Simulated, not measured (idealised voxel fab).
Herein follows the process module entitled voxel self aligned contacts.
In the cross-section labelled cut, the width is 205 nm and each square cell is 5 nm.
When this document writes out a cross-section, it uses a grid of square cells and lists it as bands, beginning at the top and moving down, with a band standing for one or more rows of cells. For a band, the entry starts with two heights in nm, that of the top and then that of the bottom, and carries on with the band's materials in order from left to right, each alongside its width in nm; the word "throughout" beside a single material means it fills the band edge to edge, and "blank" means empty space. Ref level 0: as-received wafer is one material below here. Bottom band extends down with no lower bound ("top 0, no bottom"). Note: "30 to 40" means the width goes from the first number (top row of the band) to the second number (bottom row) in equal steps per row of cells. A step reported as "remained unchanged" is a step in which no cell of the cross-section changed. "Enclosed empty spaces": sealed empty spaces, 8 cells or more, no open way to top, listed width x height at distance, with distance from the left edge and width, height and distance in nm. That trailing text on a step's line, after the settings, is the simulator's own remark on the step. Regarding "overlay nm": on a step with a mask, it is the distance the mask lay to the right of its planned place; a negative value places it to the left.
## Process steps foreseen in the plan
1,RECEIVE, material Si
2,OXIDIZE, depth nm 5
3,DIRECTIONAL_DEP, material polySi, thk nm 20
4,DIRECTIONAL_DEP, material SiN, thk nm 20
5,PATTERN, tone cover, mask id GATE, material resist, width nm 35, pitch nm 65, thk nm 20, overlay nm 0
6,DIRECTIONAL_ETCH, etch materials SiN, depth nm 20
7,DIRECTIONAL_ETCH, etch materials polySi, depth nm 20
8,STRIP, etch materials resist
9,CONFORMAL_DEP, material SiN, thk nm 5
10,DIRECTIONAL_ETCH, etch materials SiN, depth nm 5
11,FILL_DEP, material SiO2, thk nm 15
12,CMP, height nm 50
13,PATTERN, tone open, mask id CONTACT, material resist, width nm 40, pitch nm 65, thk nm 15, overlay nm 0
14,DIRECTIONAL_ETCH, etch materials SiO2, depth nm 55
15,STRIP, etch materials resist
16,CONFORMAL_DEP, material TiN, thk nm 5
17,FILL_DEP, material W, thk nm 5
18,CMP, height nm 50
19,CONFORMAL_DEP, material SiN, thk nm 5
## Cross-sectional view of the wafer in its as-received condition, corresponding to the state after step 1
top 0, no bottom | Si throughout
Enclosed empty spaces: none
## Looking at the first of two wafers in cross-section at end of module - ran to plan
top 55, bottom 50 | SiN throughout
top 50, bottom 40 | SiO2 50 nm / TiN 5 to 15 nm / W 30 to 10 nm / TiN 5 to 15 nm / SiO2 25 nm / TiN 5 to 15 nm / W 30 to 10 nm / TiN 5 to 15 nm / SiO2 50 nm
top 40, bottom 20 | SiO2 15 nm / SiN 45 nm / TiN 5 nm / W 10 nm / TiN 5 nm / SiN 45 nm / TiN 5 nm / W 10 nm / TiN 5 nm / SiN 45 nm / SiO2 15 nm
top 20, bottom 0 | SiO2 15 nm / SiN 5 nm / polySi 35 nm / SiN 5 nm / TiN 5 nm / W 10 nm / TiN 5 nm / SiN 5 nm / polySi 35 nm / SiN 5 nm / TiN 5 nm / W 10 nm / TiN 5 nm / SiN 5 nm / polySi 35 nm / SiN 5 nm / SiO2 15 nm
top 0, bottom -5 | SiO2 60 nm / TiN 20 nm / SiO2 45 nm / TiN 20 nm / SiO2 60 nm
top -5, no bottom | Si throughout
Enclosed empty spaces: none
## Cross-sectional view: second of two wafers, end of module; start and plan identical to the first, one mistake in running
top 55, bottom 50 | SiN throughout
top 50, bottom 40 | SiO2 15 nm / SiN 45 nm / TiN 5 nm / W 10 nm / TiN 5 nm / SiN 45 nm / TiN 5 nm / W 10 nm / TiN 5 nm / SiN 45 nm / SiO2 15 nm
top 40, bottom 25 | SiO2 15 nm / SiN 5 nm / polySi 35 nm / SiN 5 nm / TiN 5 nm / W 10 nm / TiN 5 nm / SiN 5 nm / polySi 35 nm / SiN 5 nm / TiN 5 nm / W 10 nm / TiN 5 nm / SiN 5 nm / polySi 35 nm / SiN 5 nm / SiO2 15 nm
top 25, bottom 20 | SiO2 15 nm / SiN 5 nm / polySi 35 nm / SiN 5 nm / TiN 20 nm / SiN 5 nm / polySi 35 nm / SiN 5 nm / TiN 20 nm / SiN 5 nm / polySi 35 nm / SiN 5 nm / SiO2 15 nm
top 20, bottom 0 | polySi throughout
top 0, bottom -5 | SiO2 throughout
top -5, no bottom | Si throughout
Enclosed empty spaces: none
What was done differently from what was planned? step 3 of the plan was executed twice over
Final tally in cells, some materials are higher or lower on the second wafer than on the first: 54 fewer of SiN | 54 fewer of SiO2 | 28 fewer of TiN | 28 fewer of W | 164 more of polySi
